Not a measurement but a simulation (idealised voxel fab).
The process module that follows is named voxel double patterning.
This is section cut - it's 200 nm across, gridded in 5 nm square cells.
Cross-section = grid of square cells, listed top down in bands; band = one or more rows.
It is stipulated that each band's entry specify, in nanometres, the height of the top of the band and then that of its bottom, followed by the materials of the band in left-to-right sequence, each together with its width in nanometres. A single material marked by the word "edge to edge" is understood to fill the band from edge to edge; the word "empty" is understood to denote empty space.
Height datum 0, below which the as-received substrate wafer is one material. Lowest band open at the bottom, running downward: "0..down".
The expression "30..40" gives the width at the extremes of the band, the first number at its top row of cells and the second at its bottom row, with the width changing by equal amounts from each row to the next in between.
"no change" after a step means that no cell of the cross-section changed.
Closed empty spaces (no open way to the top) of 8 cells or more are what "Closed cavities" lists, each as width x height at distance from the left edge, nm for all three.
What comes after the settings on a step's line is commentary from the simulator itself on that step.
On any step carrying a mask, the "overlay nm" setting, if present on the step's line, tells how far right of its planned place the mask lay; negative values point to the left.

THIS SECTION LISTS THE PROCESS STEPS THAT WERE PLANNED
- 1: RECEIVE: material Si
- 2: CONFORMAL_DEP: material SiO2, thk nm 10
- 3: DIRECTIONAL_DEP: material TiN, thk nm 20
- 4: DIRECTIONAL_DEP: material SiN, thk nm 5
- 5: MASKED_ETCH: tone open, mask id FIRST, width nm 15, pitch nm 50, etch materials SiN, depth nm 5, overlay nm 0
- 6: DIRECTIONAL_DEP: material aC, thk nm 15
- 7: PATTERN: tone open, mask id SECOND, material resist, width nm 15, thk nm 35, overlay nm 0
- 8: DIRECTIONAL_ETCH: etch materials aC, depth nm 15
- 9: STRIP: etch materials resist
- 10: DIRECTIONAL_ETCH: etch materials SiN, depth nm 5
- 11: STRIP: etch materials aC
- 12: DIRECTIONAL_ETCH: etch materials TiN, depth nm 20
- 13: STRIP: etch materials SiN

FIRST WAFER OF TWO (RUN AS PLANNED)

AS RECEIVED (POST STEP 1): CROSS-SECTION
    0..down: Si edge to edge
    Closed cavities: none

SO THIS IS THE WAFER CROSS-SECTION RIGHT AFTER STEP 2
    10..0: SiO2 edge to edge
    Note: structure below 0 unchanged.

SO THIS IS THE WAFER CROSS-SECTION RIGHT AFTER STEP 3
    30..10: TiN edge to edge
    Note: structure below 10 unchanged.

SO THIS IS THE WAFER CROSS-SECTION RIGHT AFTER STEP 4
    35..30: SiN edge to edge
    Note: structure below 30 unchanged.

SO THIS IS THE WAFER CROSS-SECTION RIGHT AFTER STEP 5
    35..30: 65 SiN, then 15 empty, then 35 SiN, then 15 empty, then 70 SiN
    Note: structure below 30 unchanged.

SO THIS IS THE WAFER CROSS-SECTION RIGHT AFTER STEP 6
    50..45: 65 aC, then 15 empty, then 35 aC, then 15 empty, then 70 aC
    45..35: aC edge to edge
    35..30: 65 SiN, then 15 aC, then 35 SiN, then 15 aC, then 70 SiN
    Note: structure below 30 unchanged.

SO THIS IS THE WAFER CROSS-SECTION RIGHT AFTER STEP 7
    85..50: 90 resist, then 15 empty, then 95 resist
    50..45: 65 aC, then 15 resist, then 35 aC, then 15 resist, then 70 aC
    Note: structure below 45 unchanged.

SO THIS IS THE WAFER CROSS-SECTION RIGHT AFTER STEP 8
    70..50: 90 resist, then 15 empty, then 95 resist
    50..45: 65 aC, then 15 resist, then 10 aC, then 15 empty, then 10 aC, then 15 resist, then 70 aC
    45..35: 90 aC, then 15 empty, then 95 aC
    Note: structure below 35 unchanged.

SO THIS IS THE WAFER CROSS-SECTION RIGHT AFTER STEP 9
    50..45: 65 aC, then 15 empty, then 10 aC, then 15 empty, then 10 aC, then 15 empty, then 70 aC
    Note: structure below 45 unchanged.

SO THIS IS THE WAFER CROSS-SECTION RIGHT AFTER STEP 10
    50..45: 65 aC, then 15 empty, then 10 aC, then 15 empty, then 10 aC, then 15 empty, then 70 aC
    45..35: 90 aC, then 15 empty, then 95 aC
    35..30: 65 SiN, then 15 aC, then 10 SiN, then 15 empty, then 10 SiN, then 15 aC, then 70 SiN
    Note: structure below 30 unchanged.

SO THIS IS THE WAFER CROSS-SECTION RIGHT AFTER STEP 11
    35..30: 65 SiN, then 15 empty, then 10 SiN, then 15 empty, then 10 SiN, then 15 empty, then 70 SiN
    Note: structure below 30 unchanged.

SO THIS IS THE WAFER CROSS-SECTION RIGHT AFTER STEP 12
    35..30: 65 SiN, then 15 empty, then 10 SiN, then 15 empty, then 10 SiN, then 15 empty, then 70 SiN
    30..10: 65 TiN, then 15 empty, then 10 TiN, then 15 empty, then 10 TiN, then 15 empty, then 70 TiN
    Note: structure below 10 unchanged.

SO THIS IS THE WAFER CROSS-SECTION RIGHT AFTER STEP 13
    30..10: 65 TiN, then 15 empty, then 10 TiN, then 15 empty, then 10 TiN, then 15 empty, then 70 TiN
    Note: structure below 10 unchanged.

WAFER TWO OF THE PAIR: SAME ORIGIN, SAME PLAN, ONE ERROR DURING THE RUN; IDENTICAL TO WAFER ONE UP TO AND INCLUDING STEP 6

SECOND WAFER CROSS-SECTION, TAKEN AS OF THE TIME THE PLAN SETS FOR STEP 7 TO BE DONE
    85..50: 90 empty, then 15 resist, then 95 empty
    Note: structure below 50 unchanged.

SECOND WAFER CROSS-SECTION, TAKEN AS OF THE TIME THE PLAN SETS FOR STEP 8 TO BE DONE
    70..50: 90 empty, then 15 resist, then 95 empty
    50..35: 90 empty, then 15 aC, then 95 empty
    35..30: 65 SiN, then 15 empty, then 35 SiN, then 15 empty, then 70 SiN
    Note: structure below 30 unchanged.

SECOND WAFER CROSS-SECTION, TAKEN AS OF THE TIME THE PLAN SETS FOR STEP 9 TO BE DONE
    50..35: 90 empty, then 15 aC, then 95 empty
    Note: structure below 35 unchanged.

SECOND WAFER CROSS-SECTION, TAKEN AS OF THE TIME THE PLAN SETS FOR STEP 10 TO BE DONE
    50..35: 90 empty, then 15 aC, then 95 empty
    35..30: 90 empty, then 15 SiN, then 95 empty
    Note: structure below 30 unchanged.

SECOND WAFER CROSS-SECTION, TAKEN AS OF THE TIME THE PLAN SETS FOR STEP 11 TO BE DONE
    35..30: 90 empty, then 15 SiN, then 95 empty
    Note: structure below 30 unchanged.

SECOND WAFER CROSS-SECTION, TAKEN AS OF THE TIME THE PLAN SETS FOR STEP 12 TO BE DONE
    35..30: 90 empty, then 15 SiN, then 95 empty
    30..10: 90 empty, then 15 TiN, then 95 empty
    Note: structure below 10 unchanged.

SECOND WAFER CROSS-SECTION, TAKEN AS OF THE TIME THE PLAN SETS FOR STEP 13 TO BE DONE
    30..10: 90 empty, then 15 TiN, then 95 empty
    Note: structure below 10 unchanged.
It is concluded that the wafer was processed incorrectly with respect to the plan, in that step 7 did not happen as planned, as run it was PATTERN: tone cover, mask id SECOND, material resist, width nm 15, thk nm 35, overlay nm 0
Upon completion, the second wafer contains, in terms of cells, a greater or smaller amount of certain materials than the first wafer: -112 TiN
